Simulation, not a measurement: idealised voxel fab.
process module | voxel local oxidation
cross-section cut | 265 nm wide | cells 5 nm
A cross-section is a grid of square cells, given in bands from the top down. A band is one or more rows of cells.
Each band's line starts with the height of the band's top and of its bottom, in nm. Then come its materials from left to right, each with its width in nm. One material with "throughout" fills the band from edge to edge. "air" is empty space.
Height 0 is the level under which the wafer as received is all one material. The lowest band goes on downwards, as in "0 down".
A width such as "30 to 40" changes by the same amount from each row of cells to the next, from the band's top row to its bottom row.
"no change" after a step means that no cell of the cross-section changed.
closed voids: empty space of 8 cells or more with no open way to the top, each as width x height at its distance from the left edge, in nm
after a step's settings: what the simulator itself notes on the step
overlay nm, on a step with a mask: how far to the right of its planned place the mask lay; to the left if negative
plan
1 op RECEIVE | material Si
2 op CONFORMAL_DEP | material SiO2 | thk nm 5
3 op CONFORMAL_DEP | material SiN | thk nm 15
4 op MASKED_ETCH | tone cover | mask id ACTIVE | width nm 95 | pitch nm 120 | etch materials SiN | depth nm 15 | overlay nm 0
5 op SELECTIVE_ETCH | etch materials SiO2 | depth nm 5
6 op OXIDIZE | depth nm 10
7 op STRIP | etch materials SiN
as received, after step 1
  0 down: Si throughout
  closed voids: none
first wafer at the end, as planned
  5 to 0: air 30 | SiO2 85 | air 35 | SiO2 85 | air 30
  0 to -10: SiO2 40 | Si 65 | SiO2 55 | Si 65 | SiO2 40
  -10 down: Si throughout
  closed voids: none
second wafer at the end: like start, like plan, one mistake
  0 to -10: SiO2 throughout
  -10 down: Si throughout
  closed voids: none
what went wrong: step 3 was left out
at the end the second wafer has, in cells: 52 fewer of Si | 18 more of SiO2
